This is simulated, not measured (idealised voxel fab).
Process module under the name voxel plated lines
Cross-section cut: width 230 nm, square cells of 5 nm.
A cross-section in this document is a grid of square cells, and it is written down as bands, the top band listed before the ones below it; a band is made up of one or more rows of cells. Each band's line starts with the height of the band's top and of its bottom, in nm. Then come its materials from left to right, each with its width in nm. One material with "full width" fills the band from edge to edge. "air" is empty space. Basically, 0 is our baseline, since under it the wafer straight out of the box is all one material. The bottom band has no lower end and keeps on going down, so it looks like "from 0 down". The two numbers in a width such as "30 to 40" mark its ends across the band: the first belongs to the top row of cells, the second to the bottom row, and from each row to the next the width moves by the same amount. A step reported as "remained the same" is a step in which no cell of the cross-section changed. Look at "Closed void catalog" for the closed voids: empty spaces with no open path to the top, sized 8 cells or up. Each is width x height at distance, distance from the left edge, all nm. Step line, after settings: the simulator's comment on this step. Each step line may optionally specify "overlay nm", which for a step with a mask gives the rightward distance between the mask's planned place and where it lay, a negative value indicating the leftward direction.

## plan
1: RECEIVE with material Si
2: CONFORMAL_DEP with material Al2O3, thk nm 5
3: DIRECTIONAL_DEP with material TiN, thk nm 5
4: PATTERN with tone open, mask id LINES, material resist, width nm 20, pitch nm 45, thk nm 35, overlay nm 0
5: EPI with material Ru, thk nm 10
6: EPI with material Ru, thk nm 5
7: EPI with material Ru, thk nm 5
8: STRIP with etch materials resist
9: DIRECTIONAL_ETCH with etch materials TiN, depth nm 5
10: CONFORMAL_DEP with material SiO2, thk nm 5
Where the wafers of this document differ is in the thk nm of step 10; they start out the same, and the plan states the value that applied to the first wafer.

## The first of several wafers in cross-section, exactly as it reached us after step 1
from 0 down  Si full width
Closed void catalog: none

## For your reference, the table is organized with a row per wafer; each row reflects the wafer at the end of the module, indicating for each material the cells gained (+) or lost (-) since receipt, and thereafter its closed voids
thk nm 5, +46 Al2O3, +64 Ru, +86 SiO2, +16 TiN, Closed void catalog: none
thk nm 10, +46 Al2O3, +64 Ru, +172 SiO2, +16 TiN, Closed void catalog: none
thk nm 15, +46 Al2O3, +64 Ru, +243 SiO2, +16 TiN, Closed void catalog: none
thk nm 20, +46 Al2O3, +64 Ru, +299 SiO2, +16 TiN, Closed void catalog: none
